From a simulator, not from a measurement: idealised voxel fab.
Process module heading - voxel self aligned contacts
Xsec cut, 210 nm wide, square cell size 5 nm.
Notation: cross-section as square-cell grid; stated in bands, top first, going down; one or more cell rows per band.
First you get the band's top height and its bottom height, in nm, and then the materials it's made of, left to right, with each width in nm. If you see a single material with "throughout", that one covers the band edge to edge. "air" is empty space.
Ref level 0: as-received wafer is one material below here. Bottom band extends down with no lower bound ("from 0 down").
Width spec "30->40" -> top row of cells at first value, bottom row at second value, equal per-row change in between.
Step marked "identical to before"? Then no cell in the cross-section changed in it.
You'll see "Enclosed internal cavities" listing empty spaces that have no way open to the top, as long as they're 8 cells or more; the notation is width x height at distance, where the distance is from the left edge, and all of it is in nm.
It should be noted that, on the line of a given step, the content following the step's settings is a remark produced by the simulator itself with respect to that step.
A step's line can hold "overlay nm"; with a mask on that step, the setting says how far right of the planned place the mask lay, while a negative setting says it lay to the left.

Steps planned for the process
1) RECEIVE with material Si
2) CONFORMAL_DEP with material SiO2, thk nm 5
3) DIRECTIONAL_DEP with material polySi, thk nm 20
4) DIRECTIONAL_DEP with material SiN, thk nm 15
5) DIRECTIONAL_DEP with material aC, thk nm 10
6) PATTERN with tone cover, mask id GATE, material resist, width nm 35, pitch nm 60, thk nm 30, overlay nm 0
7) DIRECTIONAL_ETCH with etch materials aC, depth nm 10
8) STRIP with etch materials resist
9) DIRECTIONAL_ETCH with etch materials SiN, depth nm 15
10) DIRECTIONAL_ETCH with etch materials polySi, depth nm 20
11) STRIP with etch materials aC
12) CONFORMAL_DEP with material SiN, thk nm 5
13) DIRECTIONAL_ETCH with etch materials SiN, depth nm 5
14) FILL_DEP with material SiO2, thk nm 15
15) CMP with height nm 50
16) PATTERN with tone open, mask id CONTACT, material resist, width nm 35, thk nm 20, overlay nm 0
17) DIRECTIONAL_ETCH with etch materials SiO2, depth nm 50
18) STRIP with etch materials resist
19) CONFORMAL_DEP with material TiN, thk nm 5
20) FILL_DEP with material W, thk nm 5
21) CMP with height nm 50
22) CONFORMAL_DEP with material SiN, thk nm 5

Run as planned: first of two wafers

Cross-section of the incoming wafer, state after step 1
  from 0 down = Si throughout
  Enclosed internal cavities: none

Wafer after step 2 (cross-section)
  from 5 to 0 = SiO2 throughout
  Heights below 0 show no change.

Wafer after step 3 (cross-section)
  from 25 to 5 = polySi throughout
  Heights below 5 show no change.

Wafer after step 4 (cross-section)
  from 40 to 25 = SiN throughout
  Heights below 25 show no change.

Wafer after step 5 (cross-section)
  from 50 to 40 = aC throughout
  Heights below 40 show no change.

Wafer after step 6 (cross-section)
  from 80 to 50 = 55 air / 35 resist / 25 air / 35 resist / 60 air
  Heights below 50 show no change.

Wafer after step 7 (cross-section)
  from 70 to 50 = 55 air / 35 resist / 25 air / 35 resist / 60 air
  from 50 to 40 = 55 air / 35 aC / 25 air / 35 aC / 60 air
  Heights below 40 show no change.

Wafer after step 8 (cross-section)
  from 50 to 40 = 55 air / 35 aC / 25 air / 35 aC / 60 air
  Heights below 40 show no change.

Wafer after step 9 (cross-section)
  from 50 to 40 = 55 air / 35 aC / 25 air / 35 aC / 60 air
  from 40 to 25 = 55 air / 35 SiN / 25 air / 35 SiN / 60 air
  Heights below 25 show no change.

Wafer after step 10 (cross-section)
  from 50 to 40 = 55 air / 35 aC / 25 air / 35 aC / 60 air
  from 40 to 25 = 55 air / 35 SiN / 25 air / 35 SiN / 60 air
  from 25 to 5 = 55 air / 35 polySi / 25 air / 35 polySi / 60 air
  Heights below 5 show no change.

Wafer after step 11 (cross-section)
  from 40 to 25 = 55 air / 35 SiN / 25 air / 35 SiN / 60 air
  Heights below 25 show no change.

Wafer after step 12 (cross-section)
  from 45 to 25 = 50 air / 45 SiN / 15 air / 45 SiN / 55 air
  from 25 to 10 = 50 air / 5 SiN / 35 polySi / 5 SiN / 15 air / 5 SiN / 35 polySi / 5 SiN / 55 air
  from 10 to 5 = 55 SiN / 35 polySi / 25 SiN / 35 polySi / 60 SiN
  Heights below 5 show no change.

Wafer after step 13 (cross-section)
  from 40 to 25 = 50 air / 45 SiN / 15 air / 45 SiN / 55 air
  from 25 to 5 = 50 air / 5 SiN / 35 polySi / 5 SiN / 15 air / 5 SiN / 35 polySi / 5 SiN / 55 air
  Heights below 5 show no change.

Wafer after step 14 (cross-section)
  from 55 to 40 = SiO2 throughout
  from 40 to 25 = 50 SiO2 / 45 SiN / 15 SiO2 / 45 SiN / 55 SiO2
  from 25 to 5 = 50 SiO2 / 5 SiN / 35 polySi / 5 SiN / 15 SiO2 / 5 SiN / 35 polySi / 5 SiN / 55 SiO2
  Heights below 5 show no change.

Wafer after step 15 (cross-section)
  from 50 to 40 = SiO2 throughout
  Heights below 40 show no change.

Wafer after step 16 (cross-section)
  from 70 to 50 = 85 resist / 35 air / 90 resist
  Heights below 50 show no change.

Wafer after step 17 (cross-section)
  from 70 to 50 = 85 resist / 35 air / 90 resist
  from 50 to 40 = 85 SiO2 / 35 air / 90 SiO2
  from 40 to 25 = 50 SiO2 / 45 SiN / 15 air / 45 SiN / 55 SiO2
  from 25 to 5 = 50 SiO2 / 5 SiN / 35 polySi / 5 SiN / 15 air / 5 SiN / 35 polySi / 5 SiN / 55 SiO2
  from 5 to 0 = 95 SiO2 / 15 air / 100 SiO2
  Heights below 0 show no change.

Wafer after step 18 (cross-section)
  from 50 to 40 = 85 SiO2 / 35 air / 90 SiO2
  Heights below 40 show no change.

Wafer after step 19 (cross-section)
  from 55 to 50 = 90 TiN / 25 air / 95 TiN
  from 50 to 40 = 85 SiO2 / 5->15 TiN / 25->5 air / 5->15 TiN / 90 SiO2
  from 40 to 25 = 50 SiO2 / 45 SiN / 5 TiN / 5 air / 5 TiN / 45 SiN / 55 SiO2
  from 25 to 5 = 50 SiO2 / 5 SiN / 35 polySi / 5 SiN / 5 TiN / 5 air / 5 TiN / 5 SiN / 35 polySi / 5 SiN / 55 SiO2
  from 5 to 0 = 95 SiO2 / 15 TiN / 100 SiO2
  Heights below 0 show no change.

Wafer after step 20 (cross-section)
  from 60 to 55 = W throughout
  from 55 to 50 = 90 TiN / 25 W / 95 TiN
  from 50 to 40 = 85 SiO2 / 5->15 TiN / 25->5 W / 5->15 TiN / 90 SiO2
  from 40 to 25 = 50 SiO2 / 45 SiN / 5 TiN / 5 W / 5 TiN / 45 SiN / 55 SiO2
  from 25 to 5 = 50 SiO2 / 5 SiN / 35 polySi / 5 SiN / 5 TiN / 5 W / 5 TiN / 5 SiN / 35 polySi / 5 SiN / 55 SiO2
  Heights below 5 show no change.

Wafer after step 21 (cross-section)
  from 50 to 40 = 85 SiO2 / 5->15 TiN / 25->5 W / 5->15 TiN / 90 SiO2
  Heights below 40 show no change.

Wafer after step 22 (cross-section)
  from 55 to 50 = SiN throughout
  Heights below 50 show no change.

Wafer two of the pair: same origin, same plan, one error during the run; identical to wafer one up to and including step 15

Planned end of step 16: second wafer, cross-section
  from 70 to 50 = 85 air / 35 resist / 90 air
  Heights below 50 show no change.

Planned end of step 17: second wafer, cross-section
  from 70 to 50 = 85 air / 35 resist / 90 air
  from 50 to 40 = 85 air / 35 SiO2 / 90 air
  from 40 to 25 = 50 air / 45 SiN / 15 SiO2 / 45 SiN / 55 air
  from 25 to 5 = 50 air / 5 SiN / 35 polySi / 5 SiN / 15 SiO2 / 5 SiN / 35 polySi / 5 SiN / 55 air
  from 5 to 0 = 50 air / 105 SiO2 / 55 air
  Heights below 0 show no change.

Planned end of step 18: second wafer, cross-section
  from 50 to 40 = 85 air / 35 SiO2 / 90 air
  Heights below 40 show no change.

Planned end of step 19: second wafer, cross-section
  from 55 to 50 = 80 air / 45 TiN / 85 air
  from 50 to 40 = 80->45 air / 5->40 TiN / 35 SiO2 / 5->40 TiN / 85->50 air
  from 40 to 25 = 45 air / 5 TiN / 45 SiN / 15 SiO2 / 45 SiN / 5 TiN / 50 air
  from 25 to 5 = 45 air / 5 TiN / 5 SiN / 35 polySi / 5 SiN / 15 SiO2 / 5 SiN / 35 polySi / 5 SiN / 5 TiN / 50 air
  from 5 to 0 = 50 TiN / 105 SiO2 / 55 TiN
  Heights below 0 show no change.

Planned end of step 20: second wafer, cross-section
  from 60 to 55 = W throughout
  from 55 to 50 = 80 W / 45 TiN / 85 W
  from 50 to 40 = 80->45 W / 5->40 TiN / 35 SiO2 / 5->40 TiN / 85->50 W
  from 40 to 25 = 45 W / 5 TiN / 45 SiN / 15 SiO2 / 45 SiN / 5 TiN / 50 W
  from 25 to 5 = 45 W / 5 TiN / 5 SiN / 35 polySi / 5 SiN / 15 SiO2 / 5 SiN / 35 polySi / 5 SiN / 5 TiN / 50 W
  Heights below 5 show no change.

Planned end of step 21: second wafer, cross-section
  from 50 to 40 = 80->45 W / 5->40 TiN / 35 SiO2 / 5->40 TiN / 85->50 W
  Heights below 40 show no change.

Planned end of step 22: second wafer, cross-section
  from 55 to 50 = SiN throughout
  Heights below 50 show no change.
In executing the process, a mistake was made relative to the plan: step 16 ran differently from the plan; actual operation with settings: PATTERN with tone cover, mask id CONTACT, material resist, width nm 35, thk nm 20, overlay nm 0
End check, counted in cells, second wafer has more or fewer of these materials than the first: 200 fewer of SiO2 | 28 more of TiN | 172 more of W
